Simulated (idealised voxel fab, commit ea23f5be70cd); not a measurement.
This is a process module. Its name is voxel plated lines.
The cross-section shown here is cut; it is 235 nm wide and divided into square cells measuring 5 nm on a side.
If you're reading a cross-section in this doc, picture square cells in a grid; it comes to you as bands, top ones listed first down to the bottom, and a band can be one or more rows of cells.
Quick guide to a band line: top height, bottom height (nm) up front; then every material left to right with its width in nm. Only one material and it's marked "everywhere"? Then it fills the band edge to edge. And "empty" just means empty space.
Beneath 0, the wafer as received is one material, and that level is where height counting begins. The lowest band goes on downward without a bottom; it is written like "0 nm and below".
Per-row width for "30->40": begins at first number (top row of band), ends at second number (bottom row), increment between rows held constant.
Take "all unchanged" at face value: in the step it is given for, the cross-section changed in none of its cells.
Listed in "Closed internal cavities": every empty space of 8 or more cells without an open way to the top. Form: width x height at distance, the distance being from the left edge, all in nm.
Text after the settings on a step's line: the simulator's own remark on that step.
overlay nm: on a step with a mask, how far right of its planned place the mask lay; negative means left.
## These are the steps we planned for the process
| 1 | RECEIVE [material Si] |
| 2 | CONFORMAL_DEP [material SiO2] [thk nm 15] |
| 3 | DIRECTIONAL_DEP [material TiN] [thk nm 5] |
| 4 | PATTERN [tone open] [mask id LINES] [material resist] [width nm 15] [pitch nm 35] [thk nm 35] [overlay nm 0] |
| 5 | EPI [material Ru] [thk nm 5] |
| 6 | EPI [material Ru] [thk nm 10] |
| 7 | EPI [material Ru] [thk nm 5] |
| 8 | STRIP [etch materials resist] |
| 9 | DIRECTIONAL_ETCH [etch materials TiN] [depth nm 5] |
| 10 | CONFORMAL_DEP [material SiN] [thk nm 5] |
## Wafer cross-section on receipt, i.e. after step 1
> 0 nm and below  Si everywhere
> Closed internal cavities: none
## This is how the wafer looks in cross-section once the module is done, given the starting state and plan above and one mistake in carrying the plan out
> 45 nm to 40 nm  SiN (95)  empty (5)  SiN (30)  empty (5)  SiN (100)
> 40 nm to 20 nm  Ru (90)  SiN (5)  empty (5)  SiN (5)  Ru (20)  SiN (5)  empty (5)  SiN (5)  Ru (95)
> 20 nm to 15 nm  TiN (90)  SiN (15)  TiN (20)  SiN (15)  TiN (95)
> 15 nm to 0 nm  SiO2 everywhere
> 0 nm and below  Si everywhere
> Closed internal cavities: none
So what did we get wrong on this run? off-plan run, step 4, actual operation and settings PATTERN [tone cover] [mask id LINES] [material resist] [width nm 15] [pitch nm 35] [thk nm 35] [overlay nm 0]
